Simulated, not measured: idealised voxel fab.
Process module under the name voxel capacitor over wiring
The cross-section on display is named cut; it measures 170 nm wide, and its cells are 5 nm squares.
This document writes a cross-section as a grid whose cells are square, and gives it as bands, listed from the top down; one or more rows of cells form a band.
Heads up on the band format: heights come first, top then bottom, in nm. After that it's the materials left to right, each with its width in nm. A single material flagged "full width" fills the whole band edge to edge, and "blank" means there's empty space there.
Measure heights from 0. That's the level where, below it, the as-received wafer is all one material. The lowest band is bottomless and extends downward; write it as in "z 0 and below".
A two-number width, for instance "30..40", indicates that the width is equal to the first number in the top row of the band and to the second number in the bottom row, and that it changes by a constant amount per row of cells.
Key: "identical to before" - step with no changed cell in the cross-section.
Entry "Closed void list". Content: empty spaces with no open connection to the top, size 8 cells or greater. Each: width x height at distance. Distance: from left edge. Unit: nm.
Post-settings text on a step line: simulator's own remark regarding the step.
You can add "overlay nm" to a step's line. For a step with a mask, it describes how far the mask lay to the right of its planned position, and a negative number describes a lay to the left.
[List of planned process steps]
1) RECEIVE [material Si]
2) CONFORMAL_DEP [material SiO2] [thk nm 10]
3) DIRECTIONAL_DEP [material TiN] [thk nm 5]
4) DIRECTIONAL_DEP [material Ru] [thk nm 15]
5) PATTERN [tone cover] [mask id METAL_1] [material resist] [width nm 25] [pitch nm 85] [thk nm 15] [overlay nm 0]
6) DIRECTIONAL_ETCH [etch materials Ru] [depth nm 15]
7) DIRECTIONAL_ETCH [etch materials TiN] [depth nm 5]
8) STRIP [etch materials resist]
9) FILL_DEP [material lowk] [thk nm 10]
10) CMP [height nm 30]
11) CONFORMAL_DEP [material SiCN] [thk nm 5]
12) DIRECTIONAL_DEP [material lowk] [thk nm 10]
13) PATTERN [tone open] [mask id PLUG_1] [material resist] [width nm 15] [thk nm 15] [overlay nm 0]
14) DIRECTIONAL_ETCH [etch materials lowk] [depth nm 10]
15) DIRECTIONAL_ETCH [etch materials SiCN] [depth nm 5]
16) STRIP [etch materials resist]
17) EPI [material Ru] [thk nm 10]
18) EPI [material Ru] [thk nm 5]
19) DIRECTIONAL_DEP [material TiN] [thk nm 10]
20) DIRECTIONAL_DEP [material Al2O3] [thk nm 5]
21) DIRECTIONAL_DEP [material TiN] [thk nm 5]
22) MASKED_ETCH [tone cover] [mask id UPPER_PLATE] [width nm 65] [etch materials TiN] [depth nm 5] [overlay nm 0]
23) MASKED_ETCH [tone cover] [mask id UPPER_PLATE] [width nm 65] [etch materials Al2O3] [depth nm 5] [overlay nm 0]
24) DIRECTIONAL_DEP [material aC] [thk nm 15]
25) PATTERN [tone cover] [mask id LOWER_PLATE] [material resist] [width nm 75] [thk nm 35] [overlay nm 0]
26) DIRECTIONAL_ETCH [etch materials aC] [depth nm 15]
27) STRIP [etch materials resist]
28) DIRECTIONAL_ETCH [etch materials TiN] [depth nm 10]
29) STRIP [etch materials aC]
30) FILL_DEP [material SiO2] [thk nm 20]
31) CMP [height nm 80]
32) DIRECTIONAL_DEP [material aC] [thk nm 15]
33) PATTERN [tone open] [mask id PLUG_2] [material resist] [width nm 15] [thk nm 30] [overlay nm 0]
34) DIRECTIONAL_ETCH [etch materials aC] [depth nm 15]
35) STRIP [etch materials resist]
36) DIRECTIONAL_ETCH [etch materials SiO2] [depth nm 15]
37) STRIP [etch materials aC]
38) CONFORMAL_DEP [material TiN] [thk nm 5]
39) FILL_DEP [material Cu] [thk nm 5]
40) CMP [height nm 80]
41) CONFORMAL_DEP [material SiN] [thk nm 5]
[First of the two wafers, run per plan]
[Received-state cross-section, reflecting completion of step 1]
* z 0 and below  Si full width
* Closed void list: none
[Step 2 complete: cross-section through the wafer]
* z 10 to 0  SiO2 full width
* Nothing below the height 0 has changed.
[Step 3 complete: cross-section through the wafer]
* z 15 to 10  TiN full width
* Nothing below the height 10 has changed.
[Step 4 complete: cross-section through the wafer]
* z 30 to 15  Ru full width
* Nothing below the height 15 has changed.
[Step 5 complete: cross-section through the wafer]
* z 45 to 30  blank: 30  resist: 25  blank: 60  resist: 25  blank: 30
* Nothing below the height 30 has changed.
[Step 6 complete: cross-section through the wafer]
* z 45 to 30  blank: 30  resist: 25  blank: 60  resist: 25  blank: 30
* z 30 to 15  blank: 30  Ru: 25  blank: 60  Ru: 25  blank: 30
* Nothing below the height 15 has changed.
[Step 7 complete: cross-section through the wafer]
* z 45 to 30  blank: 30  resist: 25  blank: 60  resist: 25  blank: 30
* z 30 to 15  blank: 30  Ru: 25  blank: 60  Ru: 25  blank: 30
* z 15 to 10  blank: 30  TiN: 25  blank: 60  TiN: 25  blank: 30
* Nothing below the height 10 has changed.
[Step 8 complete: cross-section through the wafer]
* z 30 to 15  blank: 30  Ru: 25  blank: 60  Ru: 25  blank: 30
* Nothing below the height 15 has changed.
[Step 9 complete: cross-section through the wafer]
* z 40 to 30  lowk full width
* z 30 to 15  lowk: 30  Ru: 25  lowk: 60  Ru: 25  lowk: 30
* z 15 to 10  lowk: 30  TiN: 25  lowk: 60  TiN: 25  lowk: 30
* Nothing below the height 10 has changed.
[Step 10 complete: cross-section through the wafer]
* z 30 to 15  lowk: 30  Ru: 25  lowk: 60  Ru: 25  lowk: 30
* Nothing below the height 15 has changed.
[Step 11 complete: cross-section through the wafer]
* z 35 to 30  SiCN full width
* Nothing below the height 30 has changed.
[Step 12 complete: cross-section through the wafer]
* z 45 to 35  lowk full width
* Nothing below the height 35 has changed.
[Step 13 complete: cross-section through the wafer]
* z 60 to 45  resist: 40  blank: 15  resist: 115
* Nothing below the height 45 has changed.
[Step 14 complete: cross-section through the wafer]
* z 60 to 45  resist: 40  blank: 15  resist: 115
* z 45 to 35  lowk: 40  blank: 15  lowk: 115
* Nothing below the height 35 has changed.
[Step 15 complete: cross-section through the wafer]
* z 60 to 45  resist: 40  blank: 15  resist: 115
* z 45 to 35  lowk: 40  blank: 15  lowk: 115
* z 35 to 30  SiCN: 40  blank: 15  SiCN: 115
* Nothing below the height 30 has changed.
[Step 16 complete: cross-section through the wafer]
* z 45 to 35  lowk: 40  blank: 15  lowk: 115
* Nothing below the height 35 has changed.
[Step 17 complete: cross-section through the wafer]
* z 45 to 40  lowk: 40  blank: 15  lowk: 115
* z 40 to 35  lowk: 40  Ru: 15  lowk: 115
* z 35 to 30  SiCN: 40  Ru: 15  SiCN: 115
* Nothing below the height 30 has changed.
[Step 18 complete: cross-section through the wafer]
* z 45 to 35  lowk: 40  Ru: 15  lowk: 115
* Nothing below the height 35 has changed.
[Step 19 complete: cross-section through the wafer]
* z 55 to 45  TiN full width
* Nothing below the height 45 has changed.
[Step 20 complete: cross-section through the wafer]
* z 60 to 55  Al2O3 full width
* Nothing below the height 55 has changed.
[Step 21 complete: cross-section through the wafer]
* z 65 to 60  TiN full width
* Nothing below the height 60 has changed.
[Step 22 complete: cross-section through the wafer]
* z 65 to 60  blank: 40  TiN: 65  blank: 65
* Nothing below the height 60 has changed.
[Step 23 complete: cross-section through the wafer]
* z 65 to 60  blank: 40  TiN: 65  blank: 65
* z 60 to 55  blank: 40  Al2O3: 65  blank: 65
* Nothing below the height 55 has changed.
[Step 24 complete: cross-section through the wafer]
* z 80 to 70  blank: 40  aC: 65  blank: 65
* z 70 to 65  aC full width
* z 65 to 60  aC: 40  TiN: 65  aC: 65
* z 60 to 55  aC: 40  Al2O3: 65  aC: 65
* Nothing below the height 55 has changed.
[Step 25 complete: cross-section through the wafer]
* z 115 to 80  blank: 35  resist: 75  blank: 60
* z 80 to 70  blank: 35  resist: 5  aC: 65  resist: 5  blank: 60
* Nothing below the height 70 has changed.
[Step 26 complete: cross-section through the wafer]
* z 100 to 80  blank: 35  resist: 75  blank: 60
* z 80 to 70  blank: 35  resist: 5  aC: 65  resist: 5  blank: 60
* z 70 to 65  blank: 35  aC: 75  blank: 60
* z 65 to 60  blank: 35  aC: 5  TiN: 65  aC: 5  blank: 60
* z 60 to 55  blank: 35  aC: 5  Al2O3: 65  aC: 5  blank: 60
* Nothing below the height 55 has changed.
[Step 27 complete: cross-section through the wafer]
* z 80 to 70  blank: 40  aC: 65  blank: 65
* Nothing below the height 70 has changed.
[Step 28 complete: cross-section through the wafer]
* z 80 to 70  blank: 40  aC: 65  blank: 65
* z 70 to 65  blank: 35  aC: 75  blank: 60
* z 65 to 60  blank: 35  aC: 5  TiN: 65  aC: 5  blank: 60
* z 60 to 55  blank: 35  aC: 5  Al2O3: 65  aC: 5  blank: 60
* z 55 to 45  blank: 35  TiN: 75  blank: 60
* Nothing below the height 45 has changed.
[Step 29 complete: cross-section through the wafer]
* z 65 to 60  blank: 40  TiN: 65  blank: 65
* z 60 to 55  blank: 40  Al2O3: 65  blank: 65
* Nothing below the height 55 has changed.
[Step 30 complete: cross-section through the wafer]
* z 85 to 65  SiO2 full width
* z 65 to 60  SiO2: 40  TiN: 65  SiO2: 65
* z 60 to 55  SiO2: 40  Al2O3: 65  SiO2: 65
* z 55 to 45  SiO2: 35  TiN: 75  SiO2: 60
* Nothing below the height 45 has changed.
[Step 31 complete: cross-section through the wafer]
* z 80 to 65  SiO2 full width
* Nothing below the height 65 has changed.
[Step 32 complete: cross-section through the wafer]
* z 95 to 80  aC full width
* Nothing below the height 80 has changed.
[Step 33 complete: cross-section through the wafer]
* z 125 to 95  resist: 50  blank: 15  resist: 105
* Nothing below the height 95 has changed.
[Step 34 complete: cross-section through the wafer]
* z 110 to 95  resist: 50  blank: 15  resist: 105
* z 95 to 80  aC: 50  blank: 15  aC: 105
* Nothing below the height 80 has changed.
[Step 35 complete: cross-section through the wafer]
* z 95 to 80  aC: 50  blank: 15  aC: 105
* Nothing below the height 80 has changed.
[Step 36 complete: cross-section through the wafer]
* z 95 to 80  aC: 50  blank: 15  aC: 105
* z 80 to 65  SiO2: 50  blank: 15  SiO2: 105
* Nothing below the height 65 has changed.
[Step 37 complete: cross-section through the wafer]
* z 80 to 65  SiO2: 50  blank: 15  SiO2: 105
* Nothing below the height 65 has changed.
[Step 38 complete: cross-section through the wafer]
* z 85 to 80  TiN: 55  blank: 5  TiN: 110
* z 80 to 70  SiO2: 50  TiN: 5  blank: 5  TiN: 5  SiO2: 105
* z 70 to 60  SiO2: 50..40  TiN: 15..65  SiO2: 105..65
* Nothing below the height 60 has changed.
[Step 39 complete: cross-section through the wafer]
* z 90 to 85  Cu full width
* z 85 to 80  TiN: 55  Cu: 5  TiN: 110
* z 80 to 70  SiO2: 50  TiN: 5  Cu: 5  TiN: 5  SiO2: 105
* Nothing below the height 70 has changed.
[Step 40 complete: cross-section through the wafer]
* z 80 to 70  SiO2: 50  TiN: 5  Cu: 5  TiN: 5  SiO2: 105
* Nothing below the height 70 has changed.
[Step 41 complete: cross-section through the wafer]
* z 85 to 80  SiN full width
* Nothing below the height 80 has changed.
[Wafer two. Identical start, identical plan. One mistake in execution. Identical history through step 19]
[Second wafer cross-section, taken as of the time the plan sets for step 20 to be done]
* z 60 to 55  SiN full width
* Nothing below the height 55 has changed.
[Second wafer cross-section, taken as of the time the plan sets for step 21 to be done]
* z 65 to 60  TiN full width
* Nothing below the height 60 has changed.
[Second wafer cross-section, taken as of the time the plan sets for step 22 to be done]
* z 65 to 60  blank: 40  TiN: 65  blank: 65
* Nothing below the height 60 has changed.
Second wafer cross-section, taken as of the time the plan sets for step 23 to be done: identical to before
[Second wafer cross-section, taken as of the time the plan sets for step 24 to be done]
* z 80 to 75  blank: 40  aC: 65  blank: 65
* z 75 to 65  aC full width
* z 65 to 60  aC: 40  TiN: 65  aC: 65
* Nothing below the height 60 has changed.
[Second wafer cross-section, taken as of the time the plan sets for step 25 to be done]
* z 115 to 80  blank: 35  resist: 75  blank: 60
* z 80 to 75  blank: 35  resist: 5  aC: 65  resist: 5  blank: 60
* Nothing below the height 75 has changed.
[Second wafer cross-section, taken as of the time the plan sets for step 26 to be done]
* z 100 to 80  blank: 35  resist: 75  blank: 60
* z 80 to 75  blank: 35  resist: 5  aC: 65  resist: 5  blank: 60
* z 75 to 65  blank: 35  aC: 75  blank: 60
* z 65 to 60  blank: 35  aC: 5  TiN: 65  aC: 5  blank: 60
* Nothing below the height 60 has changed.
[Second wafer cross-section, taken as of the time the plan sets for step 27 to be done]
* z 80 to 75  blank: 40  aC: 65  blank: 65
* Nothing below the height 75 has changed.
Second wafer cross-section, taken as of the time the plan sets for step 28 to be done: identical to before
[Second wafer cross-section, taken as of the time the plan sets for step 29 to be done]
* z 65 to 60  blank: 40  TiN: 65  blank: 65
* Nothing below the height 60 has changed.
[Second wafer cross-section, taken as of the time the plan sets for step 30 to be done]
* z 85 to 65  SiO2 full width
* z 65 to 60  SiO2: 40  TiN: 65  SiO2: 65
* Nothing below the height 60 has changed.
[Second wafer cross-section, taken as of the time the plan sets for step 31 to be done]
* z 80 to 65  SiO2 full width
* Nothing below the height 65 has changed.
[Second wafer cross-section, taken as of the time the plan sets for step 32 to be done]
* z 95 to 80  aC full width
* Nothing below the height 80 has changed.
[Second wafer cross-section, taken as of the time the plan sets for step 33 to be done]
* z 125 to 95  resist: 50  blank: 15  resist: 105
* Nothing below the height 95 has changed.
[Second wafer cross-section, taken as of the time the plan sets for step 34 to be done]
* z 110 to 95  resist: 50  blank: 15  resist: 105
* z 95 to 80  aC: 50  blank: 15  aC: 105
* Nothing below the height 80 has changed.
[Second wafer cross-section, taken as of the time the plan sets for step 35 to be done]
* z 95 to 80  aC: 50  blank: 15  aC: 105
* Nothing below the height 80 has changed.
[Second wafer cross-section, taken as of the time the plan sets for step 36 to be done]
* z 95 to 80  aC: 50  blank: 15  aC: 105
* z 80 to 65  SiO2: 50  blank: 15  SiO2: 105
* Nothing below the height 65 has changed.
[Second wafer cross-section, taken as of the time the plan sets for step 37 to be done]
* z 80 to 65  SiO2: 50  blank: 15  SiO2: 105
* Nothing below the height 65 has changed.
[Second wafer cross-section, taken as of the time the plan sets for step 38 to be done]
* z 85 to 80  TiN: 55  blank: 5  TiN: 110
* z 80 to 70  SiO2: 50  TiN: 5  blank: 5  TiN: 5  SiO2: 105
* z 70 to 60  SiO2: 50..40  TiN: 15..65  SiO2: 105..65
* Nothing below the height 60 has changed.
[Second wafer cross-section, taken as of the time the plan sets for step 39 to be done]
* z 90 to 85  Cu full width
* z 85 to 80  TiN: 55  Cu: 5  TiN: 110
* z 80 to 70  SiO2: 50  TiN: 5  Cu: 5  TiN: 5  SiO2: 105
* Nothing below the height 70 has changed.
[Second wafer cross-section, taken as of the time the plan sets for step 40 to be done]
* z 80 to 70  SiO2: 50  TiN: 5  Cu: 5  TiN: 5  SiO2: 105
* Nothing below the height 70 has changed.
[Second wafer cross-section, taken as of the time the plan sets for step 41 to be done]
* z 85 to 80  SiN full width
* Nothing below the height 80 has changed.
Here's what went sideways: the process deviated at step 20: the operation and settings actually run there were DIRECTIONAL_DEP [material SiN] [thk nm 5]
Wafer comparison, final, in cells, second relative to first, materials more or fewer: -13 Al2O3 | +34 SiN | -59 SiO2 | +38 TiN
